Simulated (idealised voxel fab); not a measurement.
process module | voxel tone inversion
cross-section cut | 270 nm wide | cells 5 nm
A cross-section is a grid of square cells, given in bands from the top down. A band is one or more rows of cells.
Each band's line starts with the height of the band's top and of its bottom, in nm. Then come its materials from left to right, each with its width in nm. One material with "throughout" fills the band from edge to edge. "air" is empty space.
Height 0 is the level under which the wafer as received is all one material. The lowest band goes on downwards, as in "0 down".
A width such as "30 to 40" changes by the same amount from each row of cells to the next, from the band's top row to its bottom row.
"no change" after a step means that no cell of the cross-section changed.
closed voids: empty space of 8 cells or more with no open way to the top, each as width x height at its distance from the left edge, in nm
after a step's settings: what the simulator itself notes on the step
overlay nm, on a step with a mask: how far to the right of its planned place the mask lay; to the left if negative
plan
1 op RECEIVE | material Si
2 op CONFORMAL_DEP | material SiCN | thk nm 5
3 op DIRECTIONAL_DEP | material polySi | thk nm 15
4 op PATTERN | tone cover | mask id POSTS | material resist | width nm 15 | pitch nm 45 | thk nm 25 | overlay nm 0
5 op DIRECTIONAL_ETCH | etch materials polySi | depth nm 15
6 op STRIP | etch materials resist
7 op FILL_DEP | material lowk | thk nm 5
8 op CMP | height nm 20
9 op STRIP | etch materials polySi
varied across the wafers: width nm of step 4. The plan shows the first wafer's value. All wafers start alike
first wafer as received, after step 1
  0 down: Si throughout
  closed voids: none
first wafer at the end, after step 9
  20 to 5: lowk 80 | air 15 | lowk 30 | air 15 | lowk 30 | air 15 | lowk 85
  5 to 0: SiCN throughout
  0 down: Si throughout
  closed voids: none
last wafer at the end
  20 to 5: lowk 75 | air 30 | lowk 15 | air 30 | lowk 15 | air 30 | lowk 75
  5 to 0: SiCN throughout
  0 down: Si throughout
  closed voids: none
each wafer at the end: cells of each material gained (+) or lost (-) since it was received, then its closed voids
width nm 15 | +54 SiCN | +135 lowk | closed voids: none
width nm 20 | +54 SiCN | +126 lowk | closed voids: none
width nm 25 | +54 SiCN | +117 lowk | closed voids: none
width nm 30 | +54 SiCN | +108 lowk | closed voids: none
